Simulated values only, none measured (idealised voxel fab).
Name of the process module below: voxel capacitor over wiring
Xsec cut, 275 nm wide, square cell size 5 nm.
The cross-sections in this document take the form of a grid made of square cells. They are written out as bands, in order from top to bottom. Each band consists of one or more rows of cells.
What a band's entry tells you: where the top is and where the bottom is, as heights in nm, and after that what lies inside, material by material from left to right, each with its width in nm. Empty space is written as the word "blank", and a single material marked with the word "throughout" occupies the band from edge to edge.
For the purposes of this specification, 0 denotes the height below which the wafer in its as-received condition is composed wholly of one material, and the lowermost band, lacking a lower limit, extends downward without end, as expressed in "0 nm and below".
The notation "30 to 40" denotes a width that varies across the rows of cells in the band, beginning at the first number in the top row, finishing at the second number in the bottom row, and changing by an identical amount from each row to the next.
No cell of the cross-section changed in a step that is given as "stayed the same".
Heads up: "Fully sealed voids" only lists the empty pockets with no open path to the top that are 8 cells or more, and it writes them as width x height at distance, distance from the left edge, in nm.
It should be noted that, on the line of a given step, the content following the step's settings is a remark produced by the simulator itself with respect to that step.
The line of a step may include "overlay nm". On a step with a mask, this value is how far to the right of its planned place the mask lay. A negative value means the mask lay to the left.

## The steps planned for the process are as follows
1,op RECEIVE | material Si
2,op CONFORMAL_DEP | material SiO2 | thk nm 15
3,op DIRECTIONAL_DEP | material TiN | thk nm 5
4,op DIRECTIONAL_DEP | material Ru | thk nm 25
5,op PATTERN | tone cover | mask id METAL_1 | material resist | width nm 30 | pitch nm 100 | thk nm 20 | overlay nm 0
6,op DIRECTIONAL_ETCH | etch materials Ru | depth nm 25
7,op DIRECTIONAL_ETCH | etch materials TiN | depth nm 5
8,op STRIP | etch materials resist
9,op FILL_DEP | material lowk | thk nm 10
10,op CMP | height nm 45
11,op CONFORMAL_DEP | material SiCN | thk nm 5
12,op DIRECTIONAL_DEP | material SiO2 | thk nm 20
13,op MASKED_ETCH | tone open | mask id PLUG_1 | width nm 15 | etch materials SiO2 | depth nm 20 | overlay nm 0
14,op MASKED_ETCH | tone open | mask id PLUG_1 | width nm 15 | etch materials SiCN | depth nm 5 | overlay nm 0
15,op CONFORMAL_DEP | material TiN | thk nm 5
16,op FILL_DEP | material W | thk nm 10
17,op CMP | height nm 70
18,op DIRECTIONAL_DEP | material TiN | thk nm 5
19,op DIRECTIONAL_DEP | material SiN | thk nm 5
20,op DIRECTIONAL_DEP | material TiN | thk nm 5
21,op PATTERN | tone cover | mask id UPPER_PLATE | material resist | width nm 75 | thk nm 15 | overlay nm 0
22,op DIRECTIONAL_ETCH | etch materials TiN | depth nm 5
23,op DIRECTIONAL_ETCH | etch materials SiN | depth nm 5
24,op STRIP | etch materials resist
25,op MASKED_ETCH | tone cover | mask id LOWER_PLATE | width nm 85 | etch materials TiN | depth nm 5 | overlay nm 0
26,op FILL_DEP | material SiO2 | thk nm 20
27,op CMP | height nm 100
28,op DIRECTIONAL_DEP | material aC | thk nm 15
29,op PATTERN | tone open | mask id PLUG_2 | material resist | width nm 15 | thk nm 35 | overlay nm 0
30,op DIRECTIONAL_ETCH | etch materials aC | depth nm 15
31,op STRIP | etch materials resist
32,op DIRECTIONAL_ETCH | etch materials SiO2 | depth nm 15
33,op STRIP | etch materials aC
34,op CONFORMAL_DEP | material TiN | thk nm 5
35,op FILL_DEP | material W | thk nm 10
36,op CMP | height nm 100
37,op CONFORMAL_DEP | material SiN | thk nm 5

## This is the cross-section of the wafer as we received it, i.e. after step 1
  0 nm and below  Si throughout
  Fully sealed voids: none

## First of two wafers at the end of the module, shown in cross-section; run carried out as planned
  105 nm to 100 nm  SiN throughout
  100 nm to 90 nm  95 of SiO2  5 of TiN  5 of W  5 of TiN  165 of SiO2
  90 nm to 80 nm  95 to 85 of SiO2  15 to 75 of TiN  165 to 115 of SiO2
  80 nm to 75 nm  85 of SiO2  75 of SiN  115 of SiO2
  75 nm to 70 nm  80 of SiO2  85 of TiN  110 of SiO2
  70 nm to 50 nm  85 of SiO2  5 of TiN  5 of W  5 of TiN  175 of SiO2
  50 nm to 45 nm  85 of SiCN  15 of TiN  175 of SiCN
  45 nm to 20 nm  70 of lowk  30 of Ru  70 of lowk  30 of Ru  75 of lowk
  20 nm to 15 nm  70 of lowk  30 of TiN  70 of lowk  30 of TiN  75 of lowk
  15 nm to 0 nm  SiO2 throughout
  0 nm and below  Si throughout
  Fully sealed voids: none

## The second wafer, shown in cross-section after the module: started the same way as the first and given the same plan, yet one mistake crept into how it was run
  105 nm to 100 nm  SiN throughout
  100 nm to 90 nm  90 of SiO2  5 of TiN  15 of W  5 of TiN  160 of SiO2
  90 nm to 80 nm  90 to 85 of SiO2  25 to 75 of TiN  160 to 115 of SiO2
  80 nm to 75 nm  85 of SiO2  75 of SiN  115 of SiO2
  75 nm to 70 nm  80 of SiO2  85 of TiN  110 of SiO2
  70 nm to 50 nm  85 of SiO2  5 of TiN  5 of W  5 of TiN  175 of SiO2
  50 nm to 45 nm  85 of SiCN  15 of TiN  175 of SiCN
  45 nm to 20 nm  70 of lowk  30 of Ru  70 of lowk  30 of Ru  75 of lowk
  20 nm to 15 nm  70 of lowk  30 of TiN  70 of lowk  30 of TiN  75 of lowk
  15 nm to 0 nm  SiO2 throughout
  0 nm and below  Si throughout
  Fully sealed voids: none
In executing the process, a mistake was made relative to the plan: step 29 was processed under conditions differing from the plan, specifically as op PATTERN | tone open | mask id PLUG_2 | material resist | width nm 25 | thk nm 35 | overlay nm 0
Final wafer comparison in cells, second versus first, more or fewer per material: SiO2 -6; TiN +2; W +4
